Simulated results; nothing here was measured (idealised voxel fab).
Herein follows the process module entitled voxel transistor to metal.
205 nm wide, 5 nm square cells: that's cross-section cut.
Throughout this document, each cross-section is represented as a grid of square cells and is presented as a sequence of bands enumerated from the top downward, where a band comprises one or more rows of cells.
Top, bottom (nm), then materials left to right with widths (nm); lone material tagged "everywhere" fills the whole band edge to edge; "blank" = empty space.
Height reference: 0 = level under which incoming wafer is all one material. Lowest band: no bottom, runs on downward, e.g. "0 nm and below".
With a width like "30..40", each row of cells in the band differs from the next by the same amount, the top row carrying the first number and the bottom row the second.
You'll sometimes find "nothing changed" written for a step, and that's the way of saying that nowhere in the cross-section did a cell change during that step.
You'll see "Enclosed void catalog" listing empty spaces that have no way open to the top, as long as they're 8 cells or more; the notation is width x height at distance, where the distance is from the left edge, and all of it is in nm.
Where a step's line continues beyond its settings, the continuation is a remark by the simulator itself on that step.
overlay nm: mask right of planned place by this much (step with mask). Neg. = left.
# Set out below are the planned steps of the process
1 RECEIVE,material Si
2 CONFORMAL_DEP,material SiO2,thk nm 5
3 CONFORMAL_DEP,material SiN,thk nm 10
4 DIRECTIONAL_DEP,material aC,thk nm 15
5 PATTERN,tone cover,mask id ACTIVE,material resist,width nm 110,thk nm 35,overlay nm 0
6 DIRECTIONAL_ETCH,etch materials aC,depth nm 15
7 STRIP,etch materials resist
8 DIRECTIONAL_ETCH,etch materials SiN,depth nm 10
9 DIRECTIONAL_ETCH,etch materials SiO2,depth nm 5
10 DIRECTIONAL_ETCH,etch materials Si,depth nm 35
11 STRIP,etch materials aC
12 OXIDIZE,depth nm 5
13 FILL_DEP,material SiO2,thk nm 10
14 CMP,height nm 15
15 SELECTIVE_ETCH,etch materials SiO2,depth nm 10
16 STRIP,etch materials SiN
17 SELECTIVE_ETCH,etch materials SiO2,depth nm 5
18 OXIDIZE,depth nm 5
19 DIRECTIONAL_DEP,material polySi,thk nm 25
20 DIRECTIONAL_DEP,material SiCN,thk nm 10
21 DIRECTIONAL_DEP,material aC,thk nm 10
22 PATTERN,tone cover,mask id GATE,material resist,width nm 20,thk nm 25,overlay nm 0
23 DIRECTIONAL_ETCH,etch materials aC,depth nm 10
24 STRIP,etch materials resist
25 DIRECTIONAL_ETCH,etch materials SiCN,depth nm 20
26 DIRECTIONAL_ETCH,etch materials polySi,depth nm 35
27 STRIP,etch materials aC
28 CONFORMAL_DEP,material SiO2,thk nm 5
29 DIRECTIONAL_ETCH,etch materials SiO2,depth nm 5
30 CONFORMAL_DEP,material SiN,thk nm 10
31 DIRECTIONAL_ETCH,etch materials SiN,depth nm 10
32 DIRECTIONAL_ETCH,etch materials SiO2,depth nm 5
33 EPI,material pSi,thk nm 5
34 FILL_DEP,material SiO2,thk nm 10
35 CMP,height nm 35
36 DIRECTIONAL_DEP,material SiO2,thk nm 15
37 MASKED_ETCH,tone open,mask id CONTACT,width nm 30,pitch nm 60,etch materials SiO2,depth nm 50,overlay nm 0
38 CONFORMAL_DEP,material TiN,thk nm 5
39 FILL_DEP,material Ru,thk nm 5
40 CMP,height nm 50
41 CONFORMAL_DEP,material SiCN,thk nm 5
42 DIRECTIONAL_DEP,material SiO2,thk nm 15
43 MASKED_ETCH,tone open,mask id METAL_1,width nm 15,pitch nm 75,etch materials SiO2,depth nm 15,overlay nm 0
44 MASKED_ETCH,tone open,mask id METAL_1,width nm 15,pitch nm 75,etch materials SiCN,depth nm 5,overlay nm 0
45 CONFORMAL_DEP,material TiN,thk nm 5
46 FILL_DEP,material Ru,thk nm 10
47 CMP,height nm 70
48 CONFORMAL_DEP,material SiCN,thk nm 5
49 DIRECTIONAL_DEP,material SiO2,thk nm 30
50 PATTERN,tone open,mask id METAL_2,material resist,width nm 15,pitch nm 75,thk nm 15,overlay nm 0
51 DIRECTIONAL_ETCH,etch materials SiO2,depth nm 20
52 STRIP,etch materials resist
53 MASKED_ETCH,tone open,mask id METAL_2_HOLES,width nm 15,pitch nm 75,etch materials SiO2,depth nm 10,overlay nm 0
54 MASKED_ETCH,tone open,mask id METAL_2_HOLES,width nm 15,pitch nm 75,etch materials SiCN,depth nm 5,overlay nm 0
55 CONFORMAL_DEP,material TiN,thk nm 5
56 FILL_DEP,material Ru,thk nm 10
57 CMP,height nm 105
58 CONFORMAL_DEP,material SiCN,thk nm 5
# Received-state cross-section, reflecting completion of step 1
- 0 nm and below: Si everywhere
- Enclosed void catalog: none
# End-of-module cross-section of the first of two wafers, processed as planned
- 110 nm to 105 nm: SiCN everywhere
- 105 nm to 75 nm: SiO2 (55) / TiN (5) / Ru (5) / TiN (5) / SiO2 (60) / TiN (5) / Ru (5) / TiN (5) / SiO2 (60)
- 75 nm to 70 nm: SiCN (55) / TiN (15) / SiCN (60) / TiN (15) / SiCN (60)
- 70 nm to 55 nm: SiO2 (55) / TiN (5) / Ru (5) / TiN (5) / SiO2 (60) / TiN (5) / Ru (5) / TiN (5) / SiO2 (60)
- 55 nm to 50 nm: SiCN (55) / TiN (15) / SiCN (60) / TiN (15) / SiCN (60)
- 50 nm to 40 nm: SiO2 (55) / TiN (5) / Ru (20) / TiN (5) / SiO2 (30) / TiN (5) / Ru (20) / TiN (5) / SiO2 (60)
- 40 nm to 35 nm: SiO2 (55) / TiN (5) / Ru (10) / TiN (15) / SiO2 (30) / TiN (15) / Ru (10) / TiN (5) / SiO2 (60)
- 35 nm to 25 nm: SiO2 (55) / TiN (5) / Ru (10) / TiN (5) / SiN (10) / SiO2 (5) / SiCN (20) / SiO2 (5) / SiN (10) / TiN (5) / Ru (10) / TiN (5) / SiO2 (60)
- 25 nm to 5 nm: SiO2 (55) / TiN (5) / Ru (10) / TiN (5) / SiN (10) / SiO2 (5) / polySi (20) / SiO2 (5) / SiN (10) / TiN (5) / Ru (10) / TiN (5) / SiO2 (60)
- 5 nm to 0 nm: SiO2 (55) / TiN (20) / SiN (10) / SiO2 (5) / polySi (20) / SiO2 (5) / SiN (10) / TiN (20) / SiO2 (60)
- 0 nm to -5 nm: SiO2 (45) / pSi (30) / SiO2 (50) / pSi (30) / SiO2 (50)
- -5 nm to -40 nm: SiO2 (50) / Si (100) / SiO2 (55)
- -40 nm and below: Si everywhere
- Enclosed void catalog: none
# This cross-section belongs to the second wafer of two at the end of the module; the start and the plan were shared with the first, and the run included one mistake
- 110 nm to 105 nm: SiCN everywhere
- 105 nm to 75 nm: SiO2 (55) / TiN (5) / Ru (5) / TiN (5) / SiO2 (60) / TiN (5) / Ru (5) / TiN (5) / SiO2 (60)
- 75 nm to 70 nm: SiCN (55) / TiN (15) / SiCN (60) / TiN (15) / SiCN (60)
- 70 nm to 55 nm: SiO2 (55) / TiN (5) / Ru (5) / TiN (5) / SiO2 (60) / TiN (5) / Ru (5) / TiN (5) / SiO2 (60)
- 55 nm to 50 nm: SiCN (55) / TiN (15) / SiCN (60) / TiN (15) / SiCN (60)
- 50 nm to 35 nm: SiO2 (55) / TiN (5) / Ru (10) / TiN (5) / SiO2 (50) / TiN (5) / Ru (10) / TiN (5) / SiO2 (60)
- 35 nm to 25 nm: SiO2 (55) / TiN (5) / Ru (10) / TiN (5) / SiN (10) / SiO2 (5) / SiCN (20) / SiO2 (5) / SiN (10) / TiN (5) / Ru (10) / TiN (5) / SiO2 (60)
- 25 nm to 20 nm: SiO2 (55) / TiN (5) / Ru (10) / TiN (5) / SiN (10) / SiO2 (5) / polySi (20) / SiO2 (5) / SiN (10) / TiN (5) / Ru (10) / TiN (5) / SiO2 (60)
- 20 nm to 15 nm: SiO2 (55) / TiN (20) / SiN (10) / SiO2 (5) / polySi (20) / SiO2 (5) / SiN (10) / TiN (20) / SiO2 (60)
- 15 nm to 0 nm: SiO2 (75) / SiN (10) / SiO2 (5) / polySi (20) / SiO2 (5) / SiN (10) / SiO2 (80)
- 0 nm to -5 nm: SiO2 (45) / pSi (30) / SiO2 (50) / pSi (30) / SiO2 (50)
- -5 nm to -40 nm: SiO2 (50) / Si (100) / SiO2 (55)
- -40 nm and below: Si everywhere
- Enclosed void catalog: none
What was done differently from what was planned? note: step 36 <-> step 37, run order reversed vs plan
Upon completion, the second wafer contains, in terms of cells, a greater or smaller amount of certain materials than the first wafer: Ru -20 | SiO2 +36 | TiN -16
